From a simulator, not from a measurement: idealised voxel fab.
Presented below is a process module, voxel wiring stack.
The cross-section on display is named cut; it measures 180 nm wide, and its cells are 5 nm squares.
Cross-section format: a grid of square cells, given as bands from top to bottom; each band is one or more rows of cells.
Top height, bottom height, nm. Materials left to right, width each, nm. Single material + "everywhere" = fills band edge to edge. "air" = empty.
Zero point of the height axis is 0; under it, received wafer = one material. Lowest band: continues down indefinitely, "from 0 down".
Note: "30..40" means the width goes from the first number (top row of the band) to the second number (bottom row) in equal steps per row of cells.
What does "nothing changed" mean for a step? It means no cell of the cross-section changed in that step.
"Trapped cavities" - sealed voids, min. 8 cells, no opening to top; format: width x height at distance (distance from left edge; nm throughout).
That trailing text on a step's line, after the settings, is the simulator's own remark on the step.
overlay nm: for a step with a mask, the amount by which the mask lay right of where it was planned; a negative amount means left of it.

## Below is the list of planned process steps
step 1: RECEIVE with material Si
step 2: CONFORMAL_DEP with material SiO2, thk nm 10
step 3: CONFORMAL_DEP with material SiN, thk nm 5
step 4: DIRECTIONAL_DEP with material SiO2, thk nm 25
step 5: PATTERN with tone open, mask id METAL_1, material resist, width nm 30, pitch nm 60, thk nm 20, overlay nm 0
step 6: DIRECTIONAL_ETCH with etch materials SiO2, depth nm 25
step 7: DIRECTIONAL_ETCH with etch materials SiN, depth nm 5
step 8: STRIP with etch materials resist
step 9: CONFORMAL_DEP with material TiN, thk nm 5
step 10: FILL_DEP with material W, thk nm 5
step 11: CMP with height nm 40
step 12: CONFORMAL_DEP with material SiCN, thk nm 5
step 13: DIRECTIONAL_DEP with material SiO2, thk nm 10
step 14: MASKED_ETCH with tone open, mask id PLUG_1, width nm 15, etch materials SiO2, depth nm 10, overlay nm 0
step 15: MASKED_ETCH with tone open, mask id PLUG_1, width nm 15, etch materials SiCN, depth nm 5, overlay nm 0
step 16: CONFORMAL_DEP with material TiN, thk nm 5
step 17: FILL_DEP with material Cu, thk nm 5
step 18: CMP with height nm 55
step 19: DIRECTIONAL_DEP with material TiN, thk nm 5
step 20: DIRECTIONAL_DEP with material Ru, thk nm 25
step 21: PATTERN with tone cover, mask id METAL_2, material resist, width nm 30, pitch nm 60, thk nm 15, overlay nm 0
step 22: DIRECTIONAL_ETCH with etch materials Ru, depth nm 25
step 23: DIRECTIONAL_ETCH with etch materials TiN, depth nm 5
step 24: STRIP with etch materials resist
step 25: CONFORMAL_DEP with material SiCN, thk nm 5
step 26: FILL_DEP with material SiO2, thk nm 10
step 27: CMP with height nm 85
step 28: CONFORMAL_DEP with material SiCN, thk nm 5
step 29: DIRECTIONAL_DEP with material SiO2, thk nm 30
step 30: DIRECTIONAL_DEP with material aC, thk nm 10
step 31: PATTERN with tone open, mask id METAL_3_HOLES, material resist, width nm 15, pitch nm 60, thk nm 30, overlay nm 0
step 32: DIRECTIONAL_ETCH with etch materials aC, depth nm 10
step 33: STRIP with etch materials resist
step 34: DIRECTIONAL_ETCH with etch materials SiO2, depth nm 30
step 35: STRIP with etch materials aC
step 36: PATTERN with tone open, mask id METAL_3, material resist, width nm 30, pitch nm 60, thk nm 15, overlay nm 0
step 37: DIRECTIONAL_ETCH with etch materials SiO2, depth nm 20
step 38: DIRECTIONAL_ETCH with etch materials SiCN, depth nm 5
step 39: STRIP with etch materials resist
step 40: CONFORMAL_DEP with material TiN, thk nm 5
step 41: FILL_DEP with material Cu, thk nm 10
step 42: CMP with height nm 120
step 43: CONFORMAL_DEP with material SiN, thk nm 5

## As received (post step 1): cross-section
  from 0 down | Si everywhere
  Trapped cavities: none

## Post-module cross-section of the first of two wafers (run per plan)
  from 125 to 120 | SiN everywhere
  from 120 to 105 | SiO2 (45) / TiN (5) / Cu (20) / TiN (5) / SiO2 (30) / TiN (5) / Cu (20) / TiN (5) / SiO2 (45)
  from 105 to 100 | SiO2 (45) / TiN (5) / Cu (5) / TiN (20) / SiO2 (30) / TiN (5) / Cu (5) / TiN (20) / SiO2 (45)
  from 100 to 90 | SiO2 (45) / TiN (5) / Cu (5) / TiN (5) / SiO2 (45) / TiN (5) / Cu (5) / TiN (5) / SiO2 (60)
  from 90 to 85 | SiCN (45) / TiN (15) / SiCN (45) / TiN (15) / SiCN (60)
  from 85 to 60 | SiO2 (40) / SiCN (5) / Ru (30) / SiCN (5) / SiO2 (20) / SiCN (5) / Ru (30) / SiCN (5) / SiO2 (40)
  from 60 to 55 | SiCN (45) / TiN (30) / SiCN (30) / TiN (30) / SiCN (45)
  from 55 to 45 | SiO2 (45) / TiN (5) / Cu (5) / TiN (5) / SiO2 (120)
  from 45 to 40 | SiCN (45) / TiN (15) / SiCN (120)
  from 40 to 15 | SiO2 (45) / TiN (5) / W (20) / TiN (5) / SiO2 (30) / TiN (5) / W (20) / TiN (5) / SiO2 (45)
  from 15 to 10 | SiN (45) / TiN (30) / SiN (30) / TiN (30) / SiN (45)
  from 10 to 0 | SiO2 everywhere
  from 0 down | Si everywhere
  Trapped cavities: none

## Cross-sectional image of the second wafer of the two following completion of the module. Starting state and process plan were the same as for the first wafer; one execution error occurred
  from 140 to 135 | SiN everywhere
  from 135 to 125 | Cu everywhere
  from 125 to 120 | TiN (50) / Cu (20) / TiN (40) / Cu (20) / TiN (50)
  from 120 to 105 | SiO2 (45) / TiN (5) / Cu (20) / TiN (5) / SiO2 (30) / TiN (5) / Cu (20) / TiN (5) / SiO2 (45)
  from 105 to 100 | SiO2 (45) / TiN (5) / Cu (5) / TiN (20) / SiO2 (30) / TiN (5) / Cu (5) / TiN (20) / SiO2 (45)
  from 100 to 90 | SiO2 (45) / TiN (5) / Cu (5) / TiN (5) / SiO2 (45) / TiN (5) / Cu (5) / TiN (5) / SiO2 (60)
  from 90 to 85 | SiCN (45) / TiN (15) / SiCN (45) / TiN (15) / SiCN (60)
  from 85 to 60 | SiO2 (40) / SiCN (5) / Ru (30) / SiCN (5) / SiO2 (20) / SiCN (5) / Ru (30) / SiCN (5) / SiO2 (40)
  from 60 to 55 | SiCN (45) / TiN (30) / SiCN (30) / TiN (30) / SiCN (45)
  from 55 to 45 | SiO2 (45) / TiN (5) / Cu (5) / TiN (5) / SiO2 (120)
  from 45 to 40 | SiCN (45) / TiN (15) / SiCN (120)
  from 40 to 15 | SiO2 (45) / TiN (5) / W (20) / TiN (5) / SiO2 (30) / TiN (5) / W (20) / TiN (5) / SiO2 (45)
  from 15 to 10 | SiN (45) / TiN (30) / SiN (30) / TiN (30) / SiN (45)
  from 10 to 0 | SiO2 everywhere
  from 0 down | Si everywhere
  Trapped cavities: none
Diagnosis: the run left out plan step 42 entirely, so it was never executed
Materials where the second wafer ends with more or fewer cells than the first: Cu +80, TiN +28
